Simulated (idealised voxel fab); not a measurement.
Presented below is a process module, voxel local oxidation.
Displayed cross-section: cut, width of 205 nm, square cells sized 5 nm.
For the purposes of this document, a cross-section shall be understood as a grid of square cells, specified as bands listed in top-to-bottom order, each band consisting of one or more rows of cells.
Look at the band entry: it leads with the top's height and the bottom's height in nm. Then it lists the materials left to right, with a width in nm for each. The word "throughout" on a single material says that material fills the band edge to edge. The word "blank" is empty space.
Below 0: as-received wafer, all one material; heights counted from there. Lowest band: no bottom, goes on down, written "0 nm and below".
The width entry "30->40" should be interpreted row by row: the top row of cells in the band takes the first number, the bottom row takes the second number, and the change between adjacent rows is uniform throughout.
"no modification" (step): cross-section cells unchanged, all of them.
Entry "Closed-off voids". Content: empty spaces with no open connection to the top, size 8 cells or greater. Each: width x height at distance. Distance: from left edge. Unit: nm.
What comes after the settings on a step's line is commentary from the simulator itself on that step.
A step line may carry the setting "overlay nm", which, for steps involving a mask, states the distance by which the mask lay to the right of its intended position; negative values denote displacement to the left.
### Intended process steps
step 1: op RECEIVE | material Si
step 2: op CONFORMAL_DEP | material SiO2 | thk nm 5
step 3: op CONFORMAL_DEP | material SiN | thk nm 15
step 4: op DIRECTIONAL_DEP | material aC | thk nm 10
step 5: op PATTERN | tone cover | mask id ACTIVE | material resist | width nm 90 | thk nm 30 | overlay nm 0
step 6: op DIRECTIONAL_ETCH | etch materials aC | depth nm 10
step 7: op STRIP | etch materials resist
step 8: op DIRECTIONAL_ETCH | etch materials SiN | depth nm 15
step 9: op STRIP | etch materials aC
step 10: op SELECTIVE_ETCH | etch materials SiO2 | depth nm 5
step 11: op OXIDIZE | depth nm 15
step 12: op STRIP | etch materials SiN
### as received, after step 1
  0 nm and below: Si throughout
  Closed-off voids: none
### Starting wafer: above. Plan: above. Run: one mistake. Cross-section after the module: below
  0 nm to -15 nm: 70 of SiO2 | 60 of Si | 75 of SiO2
  -15 nm and below: Si throughout
  Closed-off voids: none
Deviation from plan: plan step 2: skipped, not run
